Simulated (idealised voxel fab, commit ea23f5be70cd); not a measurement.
process module | voxel transistor to metal
cross-section cut | 270 nm wide | cells 5 nm
A cross-section is a grid of square cells, given in bands from the top down. A band is one or more rows of cells.
Each band's line starts with the height of the band's top and of its bottom, in nm. Then come its materials from left to right, each with its width in nm. One material with "throughout" fills the band from edge to edge. "air" is empty space.
Height 0 is the level under which the wafer as received is all one material. The lowest band goes on downwards, as in "0 down".
A width such as "30 to 40" changes by the same amount from each row of cells to the next, from the band's top row to its bottom row.
"no change" after a step means that no cell of the cross-section changed.
closed voids: empty space of 8 cells or more with no open way to the top, each as width x height at its distance from the left edge, in nm
after a step's settings: what the simulator itself notes on the step
overlay nm, on a step with a mask: how far to the right of its planned place the mask lay; to the left if negative
plan
1 op RECEIVE | material Si
2 op CONFORMAL_DEP | material SiO2 | thk nm 5
3 op CONFORMAL_DEP | material SiN | thk nm 10
4 op PATTERN | tone cover | mask id ACTIVE | material resist | width nm 95 | pitch nm 125 | thk nm 15 | overlay nm 0
5 op DIRECTIONAL_ETCH | etch materials SiN | depth nm 10
6 op DIRECTIONAL_ETCH | etch materials SiO2 | depth nm 5
7 op DIRECTIONAL_ETCH | etch materials Si | depth nm 20
8 op STRIP | etch materials resist
9 op FILL_DEP | material SiO2 | thk nm 15
10 op CMP | height nm 15
11 op SELECTIVE_ETCH | etch materials SiO2 | depth nm 5
12 op STRIP | etch materials SiN
13 op SELECTIVE_ETCH | etch materials SiO2 | depth nm 5
14 op OXIDIZE | depth nm 5
15 op DIRECTIONAL_DEP | material polySi | thk nm 25
16 op DIRECTIONAL_DEP | material SiCN | thk nm 15
17 op PATTERN | tone cover | mask id GATE | material resist | width nm 25 | pitch nm 125 | thk nm 20 | overlay nm 0
18 op DIRECTIONAL_ETCH | etch materials SiCN | depth nm 25
19 op DIRECTIONAL_ETCH | etch materials polySi | depth nm 35
20 op STRIP | etch materials resist
21 op CONFORMAL_DEP | material SiO2 | thk nm 5
22 op DIRECTIONAL_ETCH | etch materials SiO2 | depth nm 5
23 op CONFORMAL_DEP | material SiN | thk nm 5
24 op DIRECTIONAL_ETCH | etch materials SiN | depth nm 5
25 op DIRECTIONAL_ETCH | etch materials SiO2 | depth nm 5
26 op DIRECTIONAL_ETCH | etch materials Si | depth nm 10
27 op EPI | material nSi | thk nm 10
28 op FILL_DEP | material SiO2 | thk nm 10
29 op CMP | height nm 40
30 op DIRECTIONAL_DEP | material SiO2 | thk nm 15
31 op DIRECTIONAL_DEP | material aC | thk nm 10
32 op PATTERN | tone open | mask id CONTACT | material resist | width nm 15 | thk nm 30 | overlay nm 0
33 op DIRECTIONAL_ETCH | etch materials aC | depth nm 10
34 op STRIP | etch materials resist
35 op DIRECTIONAL_ETCH | etch materials SiO2 | depth nm 50
36 op STRIP | etch materials aC
37 op CONFORMAL_DEP | material TiN | thk nm 5
38 op FILL_DEP | material W | thk nm 10
39 op CMP | height nm 55
40 op CONFORMAL_DEP | material SiCN | thk nm 5
41 op DIRECTIONAL_DEP | material SiO2 | thk nm 20
42 op DIRECTIONAL_DEP | material aC | thk nm 15
43 op PATTERN | tone open | mask id METAL_1 | material resist | width nm 15 | thk nm 30 | overlay nm 0
44 op DIRECTIONAL_ETCH | etch materials aC | depth nm 15
45 op STRIP | etch materials resist
46 op DIRECTIONAL_ETCH | etch materials SiO2 | depth nm 20
47 op DIRECTIONAL_ETCH | etch materials SiCN | depth nm 5
48 op STRIP | etch materials aC
49 op CONFORMAL_DEP | material TiN | thk nm 5
50 op FILL_DEP | material Cu | thk nm 5
51 op CMP | height nm 80
52 op EPI | material Ru | thk nm 5
53 op FILL_DEP | material SiCN | thk nm 5
as received, after step 1
  0 down: Si throughout
  closed voids: none
a wafer at the end: this start, this plan, one mistake
  90 to 85: SiCN throughout
  85 to 80: SiCN 25 | Ru 25 | SiCN 45 | Ru 25 | SiCN 30 | Ru 25 | SiCN 45 | Ru 25 | SiCN 25
  80 to 60: SiO2 30 | TiN 5 | Cu 5 | TiN 5 | SiO2 55 | TiN 5 | Cu 5 | TiN 5 | SiO2 40 | TiN 5 | Cu 5 | TiN 5 | SiO2 55 | TiN 5 | Cu 5 | TiN 5 | SiO2 30
  60 to 55: SiCN 30 | TiN 15 | SiCN 55 | TiN 15 | SiCN 40 | TiN 15 | SiCN 55 | TiN 15 | SiCN 30
  55 to 40: SiO2 30 | TiN 5 | W 5 | TiN 5 | SiO2 55 | TiN 5 | W 5 | TiN 5 | SiO2 40 | TiN 5 | W 5 | TiN 5 | SiO2 55 | TiN 5 | W 5 | TiN 5 | SiO2 30
  40 to 25: SiO2 30 | TiN 5 | W 5 | TiN 5 | SiO2 15 | SiCN 25 | SiO2 15 | TiN 5 | W 5 | TiN 5 | SiO2 40 | TiN 5 | W 5 | TiN 5 | SiO2 15 | SiCN 25 | SiO2 15 | TiN 5 | W 5 | TiN 5 | SiO2 30
  25 to 10: SiO2 30 | TiN 5 | W 5 | TiN 5 | SiO2 15 | polySi 25 | SiO2 15 | TiN 5 | W 5 | TiN 5 | SiO2 40 | TiN 5 | W 5 | TiN 5 | SiO2 15 | polySi 25 | SiO2 15 | TiN 5 | W 5 | TiN 5 | SiO2 30
  10 to 5: SiO2 30 | TiN 15 | SiO2 15 | polySi 25 | SiO2 15 | TiN 15 | SiO2 40 | TiN 15 | SiO2 15 | polySi 25 | SiO2 15 | TiN 15 | SiO2 30
  5 to 0: SiO2 45 | nSi 10 | SiO2 5 | polySi 25 | SiO2 5 | nSi 10 | SiO2 70 | nSi 10 | SiO2 5 | polySi 25 | SiO2 5 | nSi 10 | SiO2 45
  0 to -5: SiO2 45 | nSi 10 | SiO2 35 | nSi 10 | SiO2 70 | nSi 10 | SiO2 35 | nSi 10 | SiO2 45
  -5 to -15: SiO2 25 | nSi 30 | Si 35 | nSi 30 | SiO2 30 | nSi 30 | Si 35 | nSi 30 | SiO2 25
  -15 to -20: SiO2 25 | Si 95 | SiO2 30 | Si 95 | SiO2 25
  -20 down: Si throughout
  closed voids: none
what went wrong: step 23 was left out
